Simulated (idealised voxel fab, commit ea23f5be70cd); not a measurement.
You're looking at the process module voxel trench capacitor.
Pictured: cross-section cut, 200 nm wide, on a grid of 5 nm square cells.
A cross-section is written here as square cells arranged in a grid, and it is given in bands from the top down, each band taking up one or more rows of cells.
Look at the band entry: it leads with the top's height and the bottom's height in nm. Then it lists the materials left to right, with a width in nm for each. The word "everywhere" on a single material says that material fills the band edge to edge. The word "air" is empty space.
Measure heights from 0. That's the level where, below it, the as-received wafer is all one material. The lowest band is bottomless and extends downward; write it as in "top 0, no bottom".
When a width is written as two numbers, as in "30->40", the first number is the width in the top row of cells of the band and the second is the width in its bottom row, and the width changes by the same amount from each row to the next.
Step marked "identical to before"? Then no cell in the cross-section changed in it.
The entry "Enclosed void entries" lists the empty spaces that cover at least 8 cells and have no open path to the top. Each is written as width x height at distance, where the distance is measured from the left edge and all three values are in nm.
It should be noted that, on the line of a given step, the content following the step's settings is a remark produced by the simulator itself with respect to that step.
The optional step-line setting "overlay nm" applies to steps with a mask and quantifies how far to the right of its planned location the mask lay, a negative value indicating leftward placement.

List of planned process steps:
1. op RECEIVE | material Si
2. op CONFORMAL_DEP | material SiN | thk nm 5
3. op MASKED_ETCH | tone open | mask id TRENCH | width nm 15 | pitch nm 45 | etch materials SiN | depth nm 5 | overlay nm 0
4. op MASKED_ETCH | tone open | mask id TRENCH | width nm 15 | pitch nm 45 | etch materials Si | depth nm 40 | overlay nm -15
5. op CONFORMAL_DEP | material SiO2 | thk nm 5
6. op FILL_DEP | material polySi | thk nm 5
7. op CMP | height nm 5
Across this set of wafers, the varied parameter is the overlay nm of step 4. Starting conditions are identical for every wafer, and the plan reports the value assigned to the first wafer.

The as-received cross-section of the first of several wafers corresponds to the state after step 1:
top 0, no bottom = Si everywhere
Enclosed void entries: none

Cross-sectional representation of the first of several wafers at the end of the module, i.e. after its terminal step, step 7:
top 5, bottom 0 = 45 nm SiN / 15 nm SiO2 / 30 nm SiN / 15 nm SiO2 / 30 nm SiN / 15 nm SiO2 / 50 nm SiN
top 0, no bottom = Si everywhere
Enclosed void entries: none

Final wafer cross-section at module end:
top 5, bottom 0 = 45 nm SiN / 15 nm SiO2 / 30 nm SiN / 15 nm SiO2 / 30 nm SiN / 15 nm SiO2 / 50 nm SiN
top 0, no bottom = Si everywhere
Enclosed void entries: none

Where each wafer stands at the end of the module, a row apiece: cells of each material gained (+) or lost (-) since it was received, then closed voids:
overlay nm -15, +31 SiN, +9 SiO2, Enclosed void entries: none
overlay nm -10, -24 Si, +31 SiN, +33 SiO2, Enclosed void entries: none
overlay nm -5, -48 Si, +31 SiN, +57 SiO2, Enclosed void entries: none
overlay nm 0, -72 Si, +31 SiN, +57 SiO2, +24 polySi, Enclosed void entries: none
overlay nm 5, -48 Si, +31 SiN, +57 SiO2, Enclosed void entries: none
overlay nm 10, -24 Si, +31 SiN, +33 SiO2, Enclosed void entries: none
overlay nm 15, +31 SiN, +9 SiO2, Enclosed void entries: none
